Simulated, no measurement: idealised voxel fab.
process module | voxel transistor to metal
cross-section cut | 170 nm wide | cells 5 nm
A cross-section is a grid of square cells, given in bands from the top down. A band is one or more rows of cells.
Each band's line starts with the height of the band's top and of its bottom, in nm. Then come its materials from left to right, each with its width in nm. One material with "throughout" fills the band from edge to edge. "air" is empty space.
Height 0 is the level under which the wafer as received is all one material. The lowest band goes on downwards, as in "0 down".
A width such as "30 to 40" changes by the same amount from each row of cells to the next, from the band's top row to its bottom row.
"no change" after a step means that no cell of the cross-section changed.
closed voids: empty space of 8 cells or more with no open way to the top, each as width x height at its distance from the left edge, in nm
after a step's settings: what the simulator itself notes on the step
overlay nm, on a step with a mask: how far to the right of its planned place the mask lay; to the left if negative
plan
1 op RECEIVE | material Si
2 op CONFORMAL_DEP | material SiO2 | thk nm 5
3 op CONFORMAL_DEP | material SiN | thk nm 15
4 op MASKED_ETCH | tone cover | mask id ACTIVE | width nm 95 | etch materials SiN | depth nm 15 | overlay nm 0
5 op MASKED_ETCH | tone cover | mask id ACTIVE | width nm 95 | etch materials SiO2 | depth nm 5 | overlay nm 0
6 op MASKED_ETCH | tone cover | mask id ACTIVE | width nm 95 | etch materials Si | depth nm 20 | overlay nm 0
7 op OXIDIZE | depth nm 5
8 op FILL_DEP | material SiO2 | thk nm 15
9 op CMP | height nm 20
10 op SELECTIVE_ETCH | etch materials SiO2 | depth nm 10
11 op STRIP | etch materials SiN
12 op SELECTIVE_ETCH | etch materials SiO2 | depth nm 5
13 op OXIDIZE | depth nm 5
14 op DIRECTIONAL_DEP | material polySi | thk nm 30
15 op DIRECTIONAL_DEP | material SiCN | thk nm 10
16 op PATTERN | tone cover | mask id GATE | material resist | width nm 15 | thk nm 20 | overlay nm 0
17 op DIRECTIONAL_ETCH | etch materials SiCN | depth nm 20
18 op DIRECTIONAL_ETCH | etch materials polySi | depth nm 40
19 op STRIP | etch materials resist
20 op CONFORMAL_DEP | material SiN | thk nm 10
21 op DIRECTIONAL_ETCH | etch materials SiN | depth nm 10
22 op DIRECTIONAL_ETCH | etch materials SiO2 | depth nm 5
23 op DIRECTIONAL_ETCH | etch materials Si | depth nm 5
24 op EPI | material pSi | thk nm 10
25 op FILL_DEP | material SiO2 | thk nm 5
26 op CMP | height nm 40
27 op DIRECTIONAL_DEP | material SiO2 | thk nm 15
28 op MASKED_ETCH | tone open | mask id CONTACT | width nm 15 | pitch nm 60 | etch materials SiO2 | depth nm 55 | overlay nm 0
29 op CONFORMAL_DEP | material TiN | thk nm 5
30 op FILL_DEP | material Ru | thk nm 10
31 op CMP | height nm 55
32 op CONFORMAL_DEP | material SiN | thk nm 5
33 op DIRECTIONAL_DEP | material SiO2 | thk nm 25
34 op PATTERN | tone open | mask id METAL_1 | material resist | width nm 15 | pitch nm 60 | thk nm 15 | overlay nm 0
35 op DIRECTIONAL_ETCH | etch materials SiO2 | depth nm 25
36 op DIRECTIONAL_ETCH | etch materials SiN | depth nm 5
37 op STRIP | etch materials resist
38 op CONFORMAL_DEP | material TiN | thk nm 5
39 op FILL_DEP | material Cu | thk nm 5
40 op CMP | height nm 85
41 op CONFORMAL_DEP | material SiCN | thk nm 5
first wafer, as planned
as received, after step 1
  0 down: Si throughout
  closed voids: none
after step 2
  5 to 0: SiO2 throughout
  below 0: unchanged
after step 3
  20 to 5: SiN throughout
  below 5: unchanged
after step 4
  20 to 5: air 35 | SiN 95 | air 40
  below 5: unchanged
after step 5
  20 to 5: air 35 | SiN 95 | air 40
  5 to 0: air 35 | SiO2 95 | air 40
  below 0: unchanged
after step 6
  20 to 5: air 35 | SiN 95 | air 40
  5 to 0: air 35 | SiO2 95 | air 40
  0 to -20: air 35 | Si 95 | air 40
  below -20: unchanged
after step 7
  20 to 5: air 35 | SiN 95 | air 40
  5 to 0: air 35 | SiO2 95 | air 40
  0 to -20: air 35 | SiO2 5 | Si 85 | SiO2 5 | air 40
  -20 to -25: SiO2 40 | Si 85 | SiO2 45
  below -25: unchanged
after step 8
  35 to 20: SiO2 throughout
  20 to 5: SiO2 35 | SiN 95 | SiO2 40
  5 to 0: SiO2 throughout
  0 to -25: SiO2 40 | Si 85 | SiO2 45
  below -25: unchanged
after step 9
  20 to 5: SiO2 35 | SiN 95 | SiO2 40
  below 5: unchanged
after step 10
  20 to 10: air 35 | SiN 95 | air 40
  below 10: unchanged
after step 11
  10 to 5: SiO2 35 | air 95 | SiO2 40
  below 5: unchanged
after step 12
  5 to 0: SiO2 30 | air 105 | SiO2 35
  below 0: unchanged
after step 13
  5 to 0: SiO2 30 | air 105 | SiO2 35
  0 to -5: SiO2 throughout
  below -5: unchanged
after step 14
  35 to 30: polySi 30 | air 105 | polySi 35
  30 to 5: polySi throughout
  5 to 0: SiO2 30 | polySi 105 | SiO2 35
  below 0: unchanged
after step 15
  45 to 40: SiCN 30 | air 105 | SiCN 35
  40 to 35: SiCN throughout
  35 to 30: polySi 30 | SiCN 105 | polySi 35
  below 30: unchanged
after step 16
  65 to 45: air 75 | resist 15 | air 80
  45 to 40: SiCN 30 | air 45 | resist 15 | air 45 | SiCN 35
  below 40: unchanged
after step 17
  65 to 40: air 75 | resist 15 | air 80
  40 to 35: air 75 | SiCN 15 | air 80
  35 to 30: polySi 30 | air 45 | SiCN 15 | air 45 | polySi 35
  below 30: unchanged
after step 18
  65 to 40: air 75 | resist 15 | air 80
  40 to 30: air 75 | SiCN 15 | air 80
  30 to 5: air 75 | polySi 15 | air 80
  5 to 0: SiO2 30 | air 45 | polySi 15 | air 45 | SiO2 35
  below 0: unchanged
after step 19
  40 to 30: air 75 | SiCN 15 | air 80
  below 30: unchanged
after step 20
  50 to 40: air 65 | SiN 35 | air 70
  40 to 30: air 65 | SiN 10 | SiCN 15 | SiN 10 | air 70
  30 to 15: air 65 | SiN 10 | polySi 15 | SiN 10 | air 70
  15 to 10: SiN 40 | air 25 | SiN 10 | polySi 15 | SiN 10 | air 25 | SiN 45
  10 to 5: SiN 75 | polySi 15 | SiN 80
  5 to 0: SiO2 30 | SiN 45 | polySi 15 | SiN 45 | SiO2 35
  below 0: unchanged
after step 21
  40 to 30: air 65 | SiN 10 | SiCN 15 | SiN 10 | air 70
  30 to 5: air 65 | SiN 10 | polySi 15 | SiN 10 | air 70
  5 to 0: SiO2 30 | SiN 10 | air 25 | SiN 10 | polySi 15 | SiN 10 | air 25 | SiN 10 | SiO2 35
  below 0: unchanged
after step 22
  40 to 30: air 65 | SiN 10 | SiCN 15 | SiN 10 | air 70
  30 to 5: air 65 | SiN 10 | polySi 15 | SiN 10 | air 70
  5 to 0: air 30 | SiN 10 | air 25 | SiN 10 | polySi 15 | SiN 10 | air 25 | SiN 10 | air 35
  0 to -5: SiO2 40 | air 25 | SiO2 35 | air 25 | SiO2 45
  below -5: unchanged
after step 23
  40 to 30: air 65 | SiN 10 | SiCN 15 | SiN 10 | air 70
  30 to 5: air 65 | SiN 10 | polySi 15 | SiN 10 | air 70
  5 to 0: air 30 | SiN 10 | air 25 | SiN 10 | polySi 15 | SiN 10 | air 25 | SiN 10 | air 35
  0 to -5: SiO2 40 | air 25 | SiO2 35 | air 25 | SiO2 45
  -5 to -10: SiO2 40 | air 25 | Si 35 | air 25 | SiO2 45
  below -10: unchanged
after step 24
  40 to 30: air 65 | SiN 10 | SiCN 15 | SiN 10 | air 70
  30 to 5: air 65 | SiN 10 | polySi 15 | SiN 10 | air 70
  5 to 0: air 30 | SiN 10 | air 15 | pSi 10 | SiN 10 | polySi 15 | SiN 10 | pSi 10 | air 15 | SiN 10 | air 35
  0 to -5: SiO2 40 | pSi 25 | SiO2 35 | pSi 25 | SiO2 45
  -5 to -10: SiO2 40 | pSi 25 | Si 35 | pSi 25 | SiO2 45
  below -10: unchanged
after step 25
  45 to 40: SiO2 throughout
  40 to 30: SiO2 65 | SiN 10 | SiCN 15 | SiN 10 | SiO2 70
  30 to 5: SiO2 65 | SiN 10 | polySi 15 | SiN 10 | SiO2 70
  5 to 0: SiO2 30 | SiN 10 | SiO2 15 | pSi 10 | SiN 10 | polySi 15 | SiN 10 | pSi 10 | SiO2 15 | SiN 10 | SiO2 35
  below 0: unchanged
after step 26
  40 to 30: SiO2 65 | SiN 10 | SiCN 15 | SiN 10 | SiO2 70
  below 30: unchanged
after step 27
  55 to 40: SiO2 throughout
  below 40: unchanged
after step 28
  55 to 40: SiO2 45 | air 15 | SiO2 45 | air 15 | SiO2 50
  40 to 30: SiO2 45 | air 15 | SiO2 5 | SiN 10 | SiCN 15 | SiN 10 | SiO2 5 | air 15 | SiO2 50
  30 to 5: SiO2 45 | air 15 | SiO2 5 | SiN 10 | polySi 15 | SiN 10 | SiO2 5 | air 15 | SiO2 50
  5 to 0: SiO2 30 | SiN 10 | SiO2 5 | air 10 | pSi 10 | SiN 10 | polySi 15 | SiN 10 | pSi 10 | air 10 | SiO2 5 | SiN 10 | SiO2 35
  below 0: unchanged
after step 29
  60 to 55: TiN 50 | air 5 | TiN 55 | air 5 | TiN 55
  55 to 40: SiO2 45 | TiN 5 | air 5 | TiN 5 | SiO2 45 | TiN 5 | air 5 | TiN 5 | SiO2 50
  40 to 30: SiO2 45 | TiN 5 | air 5 | TiN 5 | SiO2 5 | SiN 10 | SiCN 15 | SiN 10 | SiO2 5 | TiN 5 | air 5 | TiN 5 | SiO2 50
  30 to 10: SiO2 45 | TiN 5 | air 5 | TiN 5 | SiO2 5 | SiN 10 | polySi 15 | SiN 10 | SiO2 5 | TiN 5 | air 5 | TiN 5 | SiO2 50
  10 to 5: SiO2 45 | TiN 15 | SiO2 5 | SiN 10 | polySi 15 | SiN 10 | SiO2 5 | TiN 15 | SiO2 50
  5 to 0: SiO2 30 | SiN 10 | SiO2 5 | TiN 10 | pSi 10 | SiN 10 | polySi 15 | SiN 10 | pSi 10 | TiN 10 | SiO2 5 | SiN 10 | SiO2 35
  below 0: unchanged
after step 30
  70 to 60: Ru throughout
  60 to 55: TiN 50 | Ru 5 | TiN 55 | Ru 5 | TiN 55
  55 to 40: SiO2 45 | TiN 5 | Ru 5 | TiN 5 | SiO2 45 | TiN 5 | Ru 5 | TiN 5 | SiO2 50
  40 to 30: SiO2 45 | TiN 5 | Ru 5 | TiN 5 | SiO2 5 | SiN 10 | SiCN 15 | SiN 10 | SiO2 5 | TiN 5 | Ru 5 | TiN 5 | SiO2 50
  30 to 10: SiO2 45 | TiN 5 | Ru 5 | TiN 5 | SiO2 5 | SiN 10 | polySi 15 | SiN 10 | SiO2 5 | TiN 5 | Ru 5 | TiN 5 | SiO2 50
  below 10: unchanged
after step 31
  55 to 40: SiO2 45 | TiN 5 | Ru 5 | TiN 5 | SiO2 45 | TiN 5 | Ru 5 | TiN 5 | SiO2 50
  below 40: unchanged
after step 32
  60 to 55: SiN throughout
  below 55: unchanged
after step 33
  85 to 60: SiO2 throughout
  below 60: unchanged
after step 34
  100 to 85: resist 45 | air 15 | resist 45 | air 15 | resist 50
  below 85: unchanged
after step 35
  100 to 85: resist 45 | air 15 | resist 45 | air 15 | resist 50
  85 to 60: SiO2 45 | air 15 | SiO2 45 | air 15 | SiO2 50
  below 60: unchanged
after step 36
  100 to 85: resist 45 | air 15 | resist 45 | air 15 | resist 50
  85 to 60: SiO2 45 | air 15 | SiO2 45 | air 15 | SiO2 50
  60 to 55: SiN 45 | air 15 | SiN 45 | air 15 | SiN 50
  below 55: unchanged
after step 37
  85 to 60: SiO2 45 | air 15 | SiO2 45 | air 15 | SiO2 50
  below 60: unchanged
after step 38
  90 to 85: TiN 50 | air 5 | TiN 55 | air 5 | TiN 55
  85 to 60: SiO2 45 | TiN 5 | air 5 | TiN 5 | SiO2 45 | TiN 5 | air 5 | TiN 5 | SiO2 50
  60 to 55: SiN 45 | TiN 15 | SiN 45 | TiN 15 | SiN 50
  below 55: unchanged
after step 39
  95 to 90: Cu throughout
  90 to 85: TiN 50 | Cu 5 | TiN 55 | Cu 5 | TiN 55
  85 to 60: SiO2 45 | TiN 5 | Cu 5 | TiN 5 | SiO2 45 | TiN 5 | Cu 5 | TiN 5 | SiO2 50
  below 60: unchanged
after step 40
  85 to 60: SiO2 45 | TiN 5 | Cu 5 | TiN 5 | SiO2 45 | TiN 5 | Cu 5 | TiN 5 | SiO2 50
  below 60: unchanged
after step 41
  90 to 85: SiCN throughout
  below 85: unchanged
second wafer: like start, like plan, one mistake. Through step 8 it matches the first wafer
when step 9 should have ended: no change
when step 10 should have ended
  25 to 20: SiO2 throughout
  below 20: unchanged
when step 11 should have ended: no change
when step 12 should have ended
  20 to 5: SiO2 35 | SiN 95 | SiO2 40
  below 5: unchanged
when step 13 should have ended: no change
when step 14 should have ended
  50 to 20: polySi throughout
  below 20: unchanged
when step 15 should have ended
  60 to 50: SiCN throughout
  below 50: unchanged
when step 16 should have ended
  80 to 60: air 75 | resist 15 | air 80
  below 60: unchanged
when step 17 should have ended
  80 to 60: air 75 | resist 15 | air 80
  60 to 50: air 75 | SiCN 15 | air 80
  below 50: unchanged
when step 18 should have ended
  80 to 60: air 75 | resist 15 | air 80
  60 to 50: air 75 | SiCN 15 | air 80
  50 to 20: air 75 | polySi 15 | air 80
  below 20: unchanged
when step 19 should have ended
  60 to 50: air 75 | SiCN 15 | air 80
  below 50: unchanged
when step 20 should have ended
  70 to 60: air 65 | SiN 35 | air 70
  60 to 50: air 65 | SiN 10 | SiCN 15 | SiN 10 | air 70
  50 to 30: air 65 | SiN 10 | polySi 15 | SiN 10 | air 70
  30 to 20: SiN 75 | polySi 15 | SiN 80
  below 20: unchanged
when step 21 should have ended
  60 to 50: air 65 | SiN 10 | SiCN 15 | SiN 10 | air 70
  50 to 20: air 65 | SiN 10 | polySi 15 | SiN 10 | air 70
  below 20: unchanged
when step 22 should have ended
  60 to 50: air 65 | SiN 10 | SiCN 15 | SiN 10 | air 70
  50 to 20: air 65 | SiN 10 | polySi 15 | SiN 10 | air 70
  20 to 15: air 35 | SiN 95 | air 40
  below 15: unchanged
when step 23 should have ended: no change
when step 24 should have ended: no change
when step 25 should have ended
  65 to 60: SiO2 throughout
  60 to 50: SiO2 65 | SiN 10 | SiCN 15 | SiN 10 | SiO2 70
  50 to 20: SiO2 65 | SiN 10 | polySi 15 | SiN 10 | SiO2 70
  20 to 5: SiO2 35 | SiN 95 | SiO2 40
  below 5: unchanged
when step 26 should have ended
  40 to 20: SiO2 65 | SiN 10 | polySi 15 | SiN 10 | SiO2 70
  below 20: unchanged
when step 27 should have ended
  55 to 40: SiO2 throughout
  below 40: unchanged
when step 28 should have ended
  55 to 40: SiO2 45 | air 15 | SiO2 45 | air 15 | SiO2 50
  40 to 20: SiO2 45 | air 15 | SiO2 5 | SiN 10 | polySi 15 | SiN 10 | SiO2 5 | air 15 | SiO2 50
  below 20: unchanged
when step 29 should have ended
  60 to 55: TiN 50 | air 5 | TiN 55 | air 5 | TiN 55
  55 to 40: SiO2 45 | TiN 5 | air 5 | TiN 5 | SiO2 45 | TiN 5 | air 5 | TiN 5 | SiO2 50
  40 to 25: SiO2 45 | TiN 5 | air 5 | TiN 5 | SiO2 5 | SiN 10 | polySi 15 | SiN 10 | SiO2 5 | TiN 5 | air 5 | TiN 5 | SiO2 50
  25 to 20: SiO2 45 | TiN 15 | SiO2 5 | SiN 10 | polySi 15 | SiN 10 | SiO2 5 | TiN 15 | SiO2 50
  below 20: unchanged
when step 30 should have ended
  70 to 60: Ru throughout
  60 to 55: TiN 50 | Ru 5 | TiN 55 | Ru 5 | TiN 55
  55 to 40: SiO2 45 | TiN 5 | Ru 5 | TiN 5 | SiO2 45 | TiN 5 | Ru 5 | TiN 5 | SiO2 50
  40 to 25: SiO2 45 | TiN 5 | Ru 5 | TiN 5 | SiO2 5 | SiN 10 | polySi 15 | SiN 10 | SiO2 5 | TiN 5 | Ru 5 | TiN 5 | SiO2 50
  below 25: unchanged
when step 31 should have ended
  55 to 40: SiO2 45 | TiN 5 | Ru 5 | TiN 5 | SiO2 45 | TiN 5 | Ru 5 | TiN 5 | SiO2 50
  below 40: unchanged
when step 32 should have ended
  60 to 55: SiN throughout
  below 55: unchanged
when step 33 should have ended
  85 to 60: SiO2 throughout
  below 60: unchanged
when step 34 should have ended
  100 to 85: resist 45 | air 15 | resist 45 | air 15 | resist 50
  below 85: unchanged
when step 35 should have ended
  100 to 85: resist 45 | air 15 | resist 45 | air 15 | resist 50
  85 to 60: SiO2 45 | air 15 | SiO2 45 | air 15 | SiO2 50
  below 60: unchanged
when step 36 should have ended
  100 to 85: resist 45 | air 15 | resist 45 | air 15 | resist 50
  85 to 60: SiO2 45 | air 15 | SiO2 45 | air 15 | SiO2 50
  60 to 55: SiN 45 | air 15 | SiN 45 | air 15 | SiN 50
  below 55: unchanged
when step 37 should have ended
  85 to 60: SiO2 45 | air 15 | SiO2 45 | air 15 | SiO2 50
  below 60: unchanged
when step 38 should have ended
  90 to 85: TiN 50 | air 5 | TiN 55 | air 5 | TiN 55
  85 to 60: SiO2 45 | TiN 5 | air 5 | TiN 5 | SiO2 45 | TiN 5 | air 5 | TiN 5 | SiO2 50
  60 to 55: SiN 45 | TiN 15 | SiN 45 | TiN 15 | SiN 50
  below 55: unchanged
when step 39 should have ended
  95 to 90: Cu throughout
  90 to 85: TiN 50 | Cu 5 | TiN 55 | Cu 5 | TiN 55
  85 to 60: SiO2 45 | TiN 5 | Cu 5 | TiN 5 | SiO2 45 | TiN 5 | Cu 5 | TiN 5 | SiO2 50
  below 60: unchanged
when step 40 should have ended
  85 to 60: SiO2 45 | TiN 5 | Cu 5 | TiN 5 | SiO2 45 | TiN 5 | Cu 5 | TiN 5 | SiO2 50
  below 60: unchanged
when step 41 should have ended
  90 to 85: SiCN throughout
  below 85: unchanged
what went wrong: step 9 was left out
at the end the second wafer has, in cells: 6 fewer of Ru | 27 more of Si | 6 fewer of SiCN | 37 more of SiN | 6 fewer of SiO2 | 16 fewer of TiN | 24 fewer of pSi | 6 fewer of polySi
